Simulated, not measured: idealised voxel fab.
voxel capacitor over wiring: a process module
Displayed cross-section: cut, width of 170 nm, square cells sized 5 nm.
Square cells in a grid make up a cross-section in this document, and the grid is given as bands, listed from the top down, each one or more rows of cells. Top height, bottom height, nm. Materials left to right, width each, nm. Single material + "edge to edge" = fills band edge to edge. "air" = empty. It should be noted that heights are counted from 0, beneath which the wafer as supplied is of one material throughout, and that the lowest band possesses no lower boundary but continues downward, as written in "0 nm and below". The expression "30 to 40" gives the width at the extremes of the band, the first number at its top row of cells and the second at its bottom row, with the width changing by equal amounts from each row to the next in between. A step reported as "no change" is a step in which no cell of the cross-section changed. Entry "Closed cavities" = empty spaces >= 8 cells with no open way to the top; each as width x height at distance, distance from left edge, all nm. Step line, after settings: the simulator's comment on this step. overlay nm, on a step with a mask: how far to the right of its planned place the mask lay; to the left if negative.
# The planned process steps are enumerated hereunder
- 1: RECEIVE | material Si
- 2: CONFORMAL_DEP | material SiO2 | thk nm 10
- 3: DIRECTIONAL_DEP | material TiN | thk nm 5
- 4: DIRECTIONAL_DEP | material Ru | thk nm 15
- 5: PATTERN | tone cover | mask id METAL_1 | material resist | width nm 25 | pitch nm 85 | thk nm 15 | overlay nm 0
- 6: DIRECTIONAL_ETCH | etch materials Ru | depth nm 15
- 7: DIRECTIONAL_ETCH | etch materials TiN | depth nm 5
- 8: STRIP | etch materials resist
- 9: FILL_DEP | material lowk | thk nm 10
- 10: CMP | height nm 30
- 11: CONFORMAL_DEP | material SiCN | thk nm 5
- 12: DIRECTIONAL_DEP | material lowk | thk nm 10
- 13: PATTERN | tone open | mask id PLUG_1 | material resist | width nm 15 | thk nm 15 | overlay nm -15
- 14: DIRECTIONAL_ETCH | etch materials lowk | depth nm 10
- 15: DIRECTIONAL_ETCH | etch materials SiCN | depth nm 5
- 16: STRIP | etch materials resist
- 17: EPI | material Ru | thk nm 10
- 18: EPI | material Ru | thk nm 5
- 19: DIRECTIONAL_DEP | material TiN | thk nm 10
- 20: DIRECTIONAL_DEP | material Al2O3 | thk nm 5
- 21: DIRECTIONAL_DEP | material TiN | thk nm 5
- 22: MASKED_ETCH | tone cover | mask id UPPER_PLATE | width nm 65 | etch materials TiN | depth nm 5 | overlay nm 0
- 23: MASKED_ETCH | tone cover | mask id UPPER_PLATE | width nm 65 | etch materials Al2O3 | depth nm 5 | overlay nm 0
- 24: DIRECTIONAL_DEP | material aC | thk nm 15
- 25: PATTERN | tone cover | mask id LOWER_PLATE | material resist | width nm 75 | thk nm 35 | overlay nm 0
- 26: DIRECTIONAL_ETCH | etch materials aC | depth nm 15
- 27: STRIP | etch materials resist
- 28: DIRECTIONAL_ETCH | etch materials TiN | depth nm 10
- 29: STRIP | etch materials aC
- 30: FILL_DEP | material SiO2 | thk nm 20
- 31: CMP | height nm 80
- 32: DIRECTIONAL_DEP | material aC | thk nm 15
- 33: PATTERN | tone open | mask id PLUG_2 | material resist | width nm 15 | thk nm 30 | overlay nm 0
- 34: DIRECTIONAL_ETCH | etch materials aC | depth nm 15
- 35: STRIP | etch materials resist
- 36: DIRECTIONAL_ETCH | etch materials SiO2 | depth nm 15
- 37: STRIP | etch materials aC
- 38: CONFORMAL_DEP | material TiN | thk nm 5
- 39: FILL_DEP | material Cu | thk nm 5
- 40: CMP | height nm 80
- 41: CONFORMAL_DEP | material SiN | thk nm 5
What sets these wafers apart? The overlay nm at step 13. They all start alike, and the plan carries the first wafer's value.
# So this is the first of several wafers, cross-sectioned as it came to us, meaning it's at the end of step 1
- 0 nm and below = Si edge to edge
- Closed cavities: none
# Take any row and you have a wafer at the end of the module: how many cells of each material it has gained (+) or lost (-) since it was received, and then its closed voids
overlay nm -15; +13 Al2O3; +2 Cu; +39 Ru; +31 SiCN; +34 SiN; +241 SiO2; +60 TiN; +158 lowk; Closed cavities: none
overlay nm -10; +13 Al2O3; +2 Cu; +39 Ru; +31 SiCN; +34 SiN; +241 SiO2; +60 TiN; +158 lowk; Closed cavities: none
overlay nm -5; +13 Al2O3; +2 Cu; +39 Ru; +31 SiCN; +34 SiN; +241 SiO2; +60 TiN; +158 lowk; Closed cavities: none
overlay nm 0; +13 Al2O3; +2 Cu; +39 Ru; +31 SiCN; +34 SiN; +241 SiO2; +60 TiN; +158 lowk; Closed cavities: none
overlay nm 5; +13 Al2O3; +2 Cu; +39 Ru; +31 SiCN; +34 SiN; +241 SiO2; +60 TiN; +158 lowk; Closed cavities: none
overlay nm 10; +13 Al2O3; +2 Cu; +39 Ru; +31 SiCN; +34 SiN; +241 SiO2; +60 TiN; +158 lowk; Closed cavities: none
overlay nm 15; +13 Al2O3; +2 Cu; +30 Ru; +31 SiCN; +34 SiN; +250 SiO2; +60 TiN; +158 lowk; Closed cavities: none
